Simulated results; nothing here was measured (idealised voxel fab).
voxel air gaps: a process module
In the cross-section labelled cut, the width is 250 nm and each square cell is 5 nm.
This document writes a cross-section as a grid whose cells are square, and gives it as bands, listed from the top down; one or more rows of cells form a band. Top, bottom (nm), then materials left to right with widths (nm); lone material tagged "full width" fills the whole band edge to edge; "empty" = empty space. Convention: height 0 is the level below which the wafer, as received, is all one material. The lowest band does not terminate at the bottom but continues downward, represented as "0 down". It should be noted that a width expressed as "30->40" varies in equal increments from row to row of cells within the band, taking the value of the first number at the top row and that of the second number at the bottom row. "nothing got changed" (step): cross-section cells unchanged, all of them. Reported under the label "Closed void listing" are the empty spaces having no open way to the top and comprising 8 cells or more; the notation for each is width x height at distance, in which the distance is measured from the left edge and all three values are in nm. Formally, on a step line, whatever follows the settings is a remark that the simulator itself makes on the step. overlay nm: mask offset rightward from planned place, masked step; negative means leftward offset.

-- Set out below are the planned steps of the process
1. RECEIVE, material Si
2. CONFORMAL_DEP, material SiO2, thk nm 15
3. CONFORMAL_DEP, material SiN, thk nm 5
4. DIRECTIONAL_DEP, material SiO2, thk nm 40
5. PATTERN, tone open, mask id LINES, material resist, width nm 25, pitch nm 55, thk nm 15, overlay nm 0
6. DIRECTIONAL_ETCH, etch materials SiO2, depth nm 40
7. STRIP, etch materials resist
8. CONFORMAL_DEP, material TiN, thk nm 5
9. FILL_DEP, material W, thk nm 5
10. CMP, height nm 60
11. EPI, material Ru, thk nm 10
12. SELECTIVE_ETCH, etch materials SiO2, depth nm 50
13. CONFORMAL_DEP, material SiN, thk nm 5

-- The cross-section here shows the wafer as received, i.e. in its state after step 1
0 down | Si full width
Closed void listing: none

-- Cross-sectional view of the first of the two wafers upon completion of the module, processed in accordance with the plan
75 to 70 | 40 of empty; 165 of SiN; 45 of empty
70 to 60 | 40 of empty; 5 of SiN; 45 of Ru; 10 of SiN; 45 of Ru; 10 of SiN; 45 of Ru; 5 of SiN; 45 of empty
60 to 55 | 40 of empty; 15 of SiN; 5 of TiN; 15 of W; 5 of TiN; 30 of SiN; 5 of TiN; 15 of W; 5 of TiN; 30 of SiN; 5 of TiN; 15 of W; 5 of TiN; 15 of SiN; 45 of empty
55 to 25 | 50 of empty; 5 of SiN; 5 of TiN; 15 of W; 5 of TiN; 5 of SiN; 20 of empty; 5 of SiN; 5 of TiN; 15 of W; 5 of TiN; 5 of SiN; 20 of empty; 5 of SiN; 5 of TiN; 15 of W; 5 of TiN; 5 of SiN; 55 of empty
25 to 20 | 55 of SiN; 25 of TiN; 30 of SiN; 25 of TiN; 30 of SiN; 25 of TiN; 60 of SiN
20 to 15 | SiN full width
15 to 0 | SiO2 full width
0 down | Si full width
Closed void listing: 20 x 30 at 85; 20 x 30 at 140

-- Here is the second of the two wafers cut open at the end of the module - same start, same plan as the first one, but we made one mistake running it
80 to 75 | SiN full width
75 to 65 | Ru full width
65 to 60 | 60 of TiN; 15 of W; 40 of TiN; 15 of W; 40 of TiN; 15 of W; 65 of TiN
60 to 25 | 55 of SiO2; 5 of TiN; 15 of W; 5 of TiN; 30 of SiO2; 5 of TiN; 15 of W; 5 of TiN; 30 of SiO2; 5 of TiN; 15 of W; 5 of TiN; 60 of SiO2
25 to 20 | 55 of SiO2; 25 of TiN; 30 of SiO2; 25 of TiN; 30 of SiO2; 25 of TiN; 60 of SiO2
20 to 15 | SiN full width
15 to 0 | SiO2 full width
0 down | Si full width
Closed void listing: none
Where did the run depart from the plan? off-plan run, step 10, actual operation and settings CMP, height nm 65
Upon completion, the second wafer contains, in terms of cells, a greater or smaller amount of certain materials than the first wafer: +46 Ru, -84 SiN, +280 SiO2, +41 TiN, +9 W
Final observation: first wafer, 2 closed voids; second wafer, 0 closed voids.
